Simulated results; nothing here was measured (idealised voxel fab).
process module | voxel released beams
cross-section cut | 210 nm wide | cells 5 nm
A cross-section is a grid of square cells, given in bands from the top down. A band is one or more rows of cells.
Each band's line starts with the height of the band's top and of its bottom, in nm. Then come its materials from left to right, each with its width in nm. One material with "throughout" fills the band from edge to edge. "air" is empty space.
Height 0 is the level under which the wafer as received is all one material. The lowest band goes on downwards, as in "0 down".
A width such as "30 to 40" changes by the same amount from each row of cells to the next, from the band's top row to its bottom row.
"no change" after a step means that no cell of the cross-section changed.
closed voids: empty space of 8 cells or more with no open way to the top, each as width x height at its distance from the left edge, in nm
after a step's settings: what the simulator itself notes on the step
overlay nm, on a step with a mask: how far to the right of its planned place the mask lay; to the left if negative
plan
1 op RECEIVE | material Si
2 op CONFORMAL_DEP | material SiN | thk nm 10
3 op DIRECTIONAL_DEP | material SiO2 | thk nm 10
4 op PATTERN | tone open | mask id ANCHOR | material resist | width nm 45 | thk nm 20 | overlay nm 0
5 op DIRECTIONAL_ETCH | etch materials SiO2 | depth nm 10
6 op STRIP | etch materials resist
7 op CONFORMAL_DEP | material W | thk nm 15
8 op PATTERN | tone cover | mask id BEAM | material resist | width nm 115 | thk nm 15 | overlay nm 0
9 op DIRECTIONAL_ETCH | etch materials W | depth nm 15
10 op STRIP | etch materials resist
11 op STRIP | etch materials SiO2
first wafer, as planned
as received, after step 1
  0 down: Si throughout
  closed voids: none
after step 2
  10 to 0: SiN throughout
  below 0: unchanged
after step 3
  20 to 10: SiO2 throughout
  below 10: unchanged
after step 4
  40 to 20: resist 50 | air 45 | resist 115
  below 20: unchanged
after step 5
  40 to 20: resist 50 | air 45 | resist 115
  20 to 10: SiO2 50 | air 45 | SiO2 115
  below 10: unchanged
after step 6
  20 to 10: SiO2 50 | air 45 | SiO2 115
  below 10: unchanged
after step 7
  35 to 25: W 65 | air 15 | W 130
  25 to 20: W throughout
  20 to 10: SiO2 50 | W 45 | SiO2 115
  below 10: unchanged
after step 8
  50 to 35: air 45 | resist 115 | air 50
  35 to 25: W 65 | resist 15 | W 130
  below 25: unchanged
after step 9
  50 to 35: air 45 | resist 115 | air 50
  35 to 25: air 45 | W 20 | resist 15 | W 80 | air 50
  25 to 20: air 45 | W 115 | air 50
  below 20: unchanged
after step 10
  35 to 25: air 45 | W 20 | air 15 | W 80 | air 50
  below 25: unchanged
after step 11
  35 to 25: air 45 | W 20 | air 15 | W 80 | air 50
  25 to 20: air 45 | W 115 | air 50
  20 to 10: air 50 | W 45 | air 115
  below 10: unchanged
second wafer: like start, like plan, one mistake. Through step 1 it matches the first wafer
when step 2 should have ended
  10 to 0: SiO2 throughout
  below 0: unchanged
when step 3 should have ended
  20 to 10: SiN throughout
  below 10: unchanged
when step 4 should have ended
  40 to 20: resist 50 | air 45 | resist 115
  below 20: unchanged
when step 5 should have ended: no change
when step 6 should have ended
  20 to 10: SiN throughout
  below 10: unchanged
when step 7 should have ended
  35 to 20: W throughout
  below 20: unchanged
when step 8 should have ended
  50 to 35: air 45 | resist 115 | air 50
  below 35: unchanged
when step 9 should have ended
  50 to 35: air 45 | resist 115 | air 50
  35 to 20: air 45 | W 115 | air 50
  below 20: unchanged
when step 10 should have ended
  35 to 20: air 45 | W 115 | air 50
  below 20: unchanged
when step 11 should have ended: no change
what went wrong: steps 2 and 3 were swapped
at the end the second wafer has, in cells: 84 more of SiO2 | 12 fewer of W
